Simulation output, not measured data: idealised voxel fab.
Documented hereafter: the process module known as voxel trench capacitor.
Cross-section cut spans 275 nm and uses square cells 5 nm in size.
Just so we're on the same page, the cross-sections are grids of square cells, and they're listed out in bands top to bottom, each band one or more rows deep.
Per band: top height and bottom height in nm, followed by the left-to-right materials and their widths in nm; "all across" marks a single material spanning edge to edge, "empty" marks empty space.
For the purposes of this specification, 0 denotes the height below which the wafer in its as-received condition is composed wholly of one material, and the lowermost band, lacking a lower limit, extends downward without end, as expressed in "0..down".
Width "30->40": first value at the band's top row of cells, second value at its bottom row, equal change from row to row.
"nothing altered" -> step changed no cross-section cell.
Enclosed voids (no open way to top), threshold 8 cells or more, entry "Encapsulated voids", notation width x height at distance, distance from left edge, nm.
What comes after the settings on a step's line is commentary from the simulator itself on that step.
"overlay nm" on a masked step: distance the mask lay right of its planned place, negative for left.

Steps planned for the process:
1: RECEIVE,material Si
2: CONFORMAL_DEP,material SiN,thk nm 10
3: DIRECTIONAL_DEP,material aC,thk nm 10
4: PATTERN,tone open,mask id TRENCH,material resist,width nm 25,pitch nm 40,thk nm 25,overlay nm 0
5: DIRECTIONAL_ETCH,etch materials aC,depth nm 10
6: STRIP,etch materials resist
7: DIRECTIONAL_ETCH,etch materials SiN,depth nm 10
8: DIRECTIONAL_ETCH,etch materials Si,depth nm 30
9: STRIP,etch materials aC
10: CONFORMAL_DEP,material HfO2,thk nm 5
11: CONFORMAL_DEP,material TiN,thk nm 5
12: FILL_DEP,material W,thk nm 10
13: CMP,height nm 10

Cross-section of the incoming wafer, state after step 1:
* 0..down = Si all across
* Encapsulated voids: none

Cross-section at module end, one run error; start and plan unchanged from above:
* 10..0 = W 95 nm / TiN 5 nm / HfO2 5 nm / SiN 25 nm / HfO2 5 nm / TiN 5 nm / HfO2 5 nm / SiN 25 nm / HfO2 5 nm / TiN 5 nm / W 95 nm
* 0..-20 = W 95 nm / TiN 5 nm / HfO2 5 nm / Si 25 nm / HfO2 5 nm / TiN 5 nm / HfO2 5 nm / Si 25 nm / HfO2 5 nm / TiN 5 nm / W 95 nm
* -20..-25 = TiN 100 nm / HfO2 5 nm / Si 25 nm / HfO2 5 nm / TiN 5 nm / HfO2 5 nm / Si 25 nm / HfO2 5 nm / TiN 100 nm
* -25..-30 = HfO2 105 nm / Si 25 nm / HfO2 15 nm / Si 25 nm / HfO2 105 nm
* -30..down = Si all across
* Encapsulated voids: none
What went wrong in running the wafer? it should be noted that step 4 was executed with settings other than those planned, the operation and settings actually applied being PATTERN,tone cover,mask id TRENCH,material resist,width nm 25,pitch nm 40,thk nm 25,overlay nm 0
